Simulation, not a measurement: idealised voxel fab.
Presented below is a process module, voxel released beams.
The figure presents cross-section cut, which has a width of 280 nm and is divided into square cells with an edge length of 5 nm.
A cross-section in this document is a grid of square cells, and it is written down as bands, the top band listed before the ones below it; a band is made up of one or more rows of cells. Band entry format. Leading values: height of top, height of bottom, nm. Remainder: materials in left-to-right order, each with its width in nm. Special words: "throughout" on a single material, which then fills the band edge to edge; "empty", empty space. Heights are reckoned from 0. Under this level, the received wafer is all of one material. The bottommost band is open-ended downward, for example "0 nm and below". You'd read "30..40" like this: the band's top row of cells is as wide as the first number, its bottom row is as wide as the second, and going down, every row changes width by the same amount as the row before did. You'll sometimes find "remained unchanged" written for a step, and that's the way of saying that nowhere in the cross-section did a cell change during that step. The label "Enclosed void entries" introduces a list of the empty spaces, 8 cells or larger, that have no open way up to the top; each entry in it reads width x height at distance, where the distance is taken from the left edge and all three are stated in nm. What comes after the settings on a step's line is commentary from the simulator itself on that step. Among the settings permitted on a step's line is "overlay nm"; applied to a step with a mask, it specifies the extent to which the mask lay to the right of its planned position, whereas a negative figure signifies a position to the left.
Process steps foreseen in the plan:
1 RECEIVE | material Si
2 CONFORMAL_DEP | material Al2O3 | thk nm 10
3 DIRECTIONAL_DEP | material SiO2 | thk nm 20
4 PATTERN | tone open | mask id ANCHOR | material resist | width nm 25 | thk nm 20 | overlay nm 0
5 DIRECTIONAL_ETCH | etch materials SiO2 | depth nm 20
6 STRIP | etch materials resist
7 CONFORMAL_DEP | material SiN | thk nm 10
8 DIRECTIONAL_DEP | material aC | thk nm 10
9 PATTERN | tone cover | mask id BEAM | material resist | width nm 70 | thk nm 30 | overlay nm 0
10 DIRECTIONAL_ETCH | etch materials aC | depth nm 10
11 STRIP | etch materials resist
12 DIRECTIONAL_ETCH | etch materials SiN | depth nm 10
13 STRIP | etch materials aC
14 STRIP | etch materials SiO2
First wafer out of two, processed as planned:
This is the cross-section of the wafer as we received it, i.e. after step 1:
> 0 nm and below = Si throughout
> Enclosed void entries: none
Sectional view: wafer, after step 2:
> 10 nm to 0 nm = Al2O3 throughout
> Below a height of 0, the structure has not been altered.
Sectional view: wafer, after step 3:
> 30 nm to 10 nm = SiO2 throughout
> Below a height of 10, the structure has not been altered.
Sectional view: wafer, after step 4:
> 50 nm to 30 nm = resist (105), then empty (25), then resist (150)
> Below a height of 30, the structure has not been altered.
Sectional view: wafer, after step 5:
> 50 nm to 30 nm = resist (105), then empty (25), then resist (150)
> 30 nm to 10 nm = SiO2 (105), then empty (25), then SiO2 (150)
> Below a height of 10, the structure has not been altered.
Sectional view: wafer, after step 6:
> 30 nm to 10 nm = SiO2 (105), then empty (25), then SiO2 (150)
> Below a height of 10, the structure has not been altered.
Sectional view: wafer, after step 7:
> 40 nm to 30 nm = SiN (115), then empty (5), then SiN (160)
> 30 nm to 20 nm = SiO2 (105), then SiN (10), then empty (5), then SiN (10), then SiO2 (150)
> 20 nm to 10 nm = SiO2 (105), then SiN (25), then SiO2 (150)
> Below a height of 10, the structure has not been altered.
Sectional view: wafer, after step 8:
> 50 nm to 40 nm = aC (115), then empty (5), then aC (160)
> 40 nm to 30 nm = SiN (115), then empty (5), then SiN (160)
> 30 nm to 20 nm = SiO2 (105), then SiN (10), then aC (5), then SiN (10), then SiO2 (150)
> Below a height of 20, the structure has not been altered.
Sectional view: wafer, after step 9:
> 80 nm to 50 nm = empty (100), then resist (70), then empty (110)
> 50 nm to 40 nm = aC (115), then resist (5), then aC (160)
> 40 nm to 30 nm = SiN (115), then resist (5), then SiN (160)
> Below a height of 30, the structure has not been altered.
Sectional view: wafer, after step 10:
> 70 nm to 50 nm = empty (100), then resist (70), then empty (110)
> 50 nm to 40 nm = empty (100), then aC (15), then resist (5), then aC (50), then empty (110)
> Below a height of 40, the structure has not been altered.
Sectional view: wafer, after step 11:
> 50 nm to 40 nm = empty (100), then aC (15), then empty (5), then aC (50), then empty (110)
> 40 nm to 30 nm = SiN (115), then empty (5), then SiN (160)
> Below a height of 30, the structure has not been altered.
Sectional view: wafer, after step 12:
> 50 nm to 40 nm = empty (100), then aC (15), then empty (5), then aC (50), then empty (110)
> 40 nm to 30 nm = empty (100), then SiN (15), then empty (5), then SiN (50), then empty (110)
> Below a height of 30, the structure has not been altered.
Sectional view: wafer, after step 13:
> 40 nm to 30 nm = empty (100), then SiN (15), then empty (5), then SiN (50), then empty (110)
> 30 nm to 20 nm = SiO2 (105), then SiN (10), then empty (5), then SiN (10), then SiO2 (150)
> Below a height of 20, the structure has not been altered.
Sectional view: wafer, after step 14:
> 40 nm to 30 nm = empty (100), then SiN (15), then empty (5), then SiN (50), then empty (110)
> 30 nm to 20 nm = empty (105), then SiN (10), then empty (5), then SiN (10), then empty (150)
> 20 nm to 10 nm = empty (105), then SiN (25), then empty (150)
> Below a height of 10, the structure has not been altered.
The second wafer: identical to the first at the outset and in its planned sequence, differing only in that one mistake was made during processing; up to and including step 3, its path is the first wafer's path:
Cross-section, second wafer, at the end time the plan gives for step 4:
> 50 nm to 30 nm = empty (105), then resist (25), then empty (150)
> Below a height of 30, the structure has not been altered.
Cross-section, second wafer, at the end time the plan gives for step 5:
> 50 nm to 30 nm = empty (105), then resist (25), then empty (150)
> 30 nm to 10 nm = empty (105), then SiO2 (25), then empty (150)
> Below a height of 10, the structure has not been altered.
Cross-section, second wafer, at the end time the plan gives for step 6:
> 30 nm to 10 nm = empty (105), then SiO2 (25), then empty (150)
> Below a height of 10, the structure has not been altered.
Cross-section, second wafer, at the end time the plan gives for step 7:
> 40 nm to 30 nm = empty (95), then SiN (45), then empty (140)
> 30 nm to 20 nm = empty (95), then SiN (10), then SiO2 (25), then SiN (10), then empty (140)
> 20 nm to 10 nm = SiN (105), then SiO2 (25), then SiN (150)
> Below a height of 10, the structure has not been altered.
Cross-section, second wafer, at the end time the plan gives for step 8:
> 50 nm to 40 nm = empty (95), then aC (45), then empty (140)
> 40 nm to 30 nm = empty (95), then SiN (45), then empty (140)
> 30 nm to 20 nm = aC (95), then SiN (10), then SiO2 (25), then SiN (10), then aC (140)
> Below a height of 20, the structure has not been altered.
Cross-section, second wafer, at the end time the plan gives for step 9:
> 80 nm to 50 nm = empty (100), then resist (70), then empty (110)
> 50 nm to 40 nm = empty (95), then aC (45), then resist (30), then empty (110)
> 40 nm to 30 nm = empty (95), then SiN (45), then resist (30), then empty (110)
> Below a height of 30, the structure has not been altered.
Cross-section, second wafer, at the end time the plan gives for step 10:
> 70 nm to 50 nm = empty (100), then resist (70), then empty (110)
> 50 nm to 40 nm = empty (100), then aC (40), then resist (30), then empty (110)
> 40 nm to 30 nm = empty (95), then SiN (45), then resist (30), then empty (110)
> 30 nm to 20 nm = empty (95), then SiN (10), then SiO2 (25), then SiN (10), then aC (30), then empty (110)
> Below a height of 20, the structure has not been altered.
Cross-section, second wafer, at the end time the plan gives for step 11:
> 50 nm to 40 nm = empty (100), then aC (40), then empty (140)
> 40 nm to 30 nm = empty (95), then SiN (45), then empty (140)
> Below a height of 30, the structure has not been altered.
Cross-section, second wafer, at the end time the plan gives for step 12:
> 50 nm to 40 nm = empty (100), then aC (40), then empty (140)
> 40 nm to 30 nm = empty (100), then SiN (40), then empty (140)
> 30 nm to 20 nm = empty (95), then SiN (10), then SiO2 (25), then SiN (10), then aC (30), then empty (110)
> 20 nm to 10 nm = empty (95), then SiN (10), then SiO2 (25), then SiN (40), then empty (110)
> Below a height of 10, the structure has not been altered.
Cross-section, second wafer, at the end time the plan gives for step 13:
> 40 nm to 30 nm = empty (100), then SiN (40), then empty (140)
> 30 nm to 20 nm = empty (95), then SiN (10), then SiO2 (25), then SiN (10), then empty (140)
> Below a height of 20, the structure has not been altered.
Cross-section, second wafer, at the end time the plan gives for step 14: remained unchanged
Against the plan, the run slipped here: it should be noted that step 4 was executed with settings other than those planned, the operation and settings actually applied being PATTERN | tone cover | mask id ANCHOR | material resist | width nm 25 | thk nm 20 | overlay nm 0
End of process, cell counts, second wafer against first, materials with more or fewer: 20 more of SiO2
